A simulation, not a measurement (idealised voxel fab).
The following process module bears the name voxel double patterning.
Xsec cut, 200 nm wide, square cell size 5 nm.
In this document a cross-section is written as a grid of square cells. It is given as a series of bands, listed from the top down, and a band is one or more rows of cells. This entry defines a band. It first specifies the height of the band's top and the height of its bottom in nm, and then specifies the band's materials from left to right, stating each material with its width in nm. The word "all across" identifies a single material that fills the band from edge to edge, while the word "empty" identifies empty space. The level at which height equals 0 is the one under which the wafer, as it arrives, is entirely one material. No lower edge exists for the bottom band, which continues downward and is notated as in "top 0, no bottom". With a width like "30 to 40", each row of cells in the band differs from the next by the same amount, the top row carrying the first number and the bottom row the second. A step reported as "no change occurred" is a step in which no cell of the cross-section changed. Under "Closed void entries" you'll find the enclosed gaps, the ones with no way out to the top, that are 8 cells or bigger; each reads width x height at distance, with distance counted from the left edge, everything in nm. Step line, after settings: the simulator's comment on this step. If you see "overlay nm" on a step's line and that step has a mask, it's telling you how far right of where it was planned the mask ended up; a negative number means it went left instead.

# Here's what the planned process steps look like
1,RECEIVE [material Si]
2,CONFORMAL_DEP [material SiO2] [thk nm 10]
3,DIRECTIONAL_DEP [material W] [thk nm 10]
4,DIRECTIONAL_DEP [material SiN] [thk nm 10]
5,MASKED_ETCH [tone open] [mask id FIRST] [width nm 15] [pitch nm 50] [etch materials SiN] [depth nm 10] [overlay nm 0]
6,MASKED_ETCH [tone open] [mask id SECOND] [width nm 15] [etch materials SiN] [depth nm 10] [overlay nm 0]
7,DIRECTIONAL_ETCH [etch materials W] [depth nm 10]
8,STRIP [etch materials SiN]

# As-received wafer cross-section (after step 1)
- top 0, no bottom: Si all across
- Closed void entries: none

# Module complete - cross-section of the first of two wafers, run according to plan
- top 20, bottom 10: 65 nm W / 15 nm empty / 10 nm W / 15 nm empty / 10 nm W / 15 nm empty / 70 nm W
- top 10, bottom 0: SiO2 all across
- top 0, no bottom: Si all across
- Closed void entries: none

# Second wafer through the module, sectioned at the end: same beginning and same plan as the first wafer, with one mistake in carrying it out
- top 10, bottom 0: 65 nm W / 15 nm empty / 10 nm W / 15 nm empty / 10 nm W / 15 nm empty / 70 nm W
- top 0, no bottom: Si all across
- Closed void entries: none
Deviation from plan: the plan's step 2 was left out and never carried out
FYI, end of process, the second wafer has more or fewer cells of some materials than the first: SiO2: 80 fewer
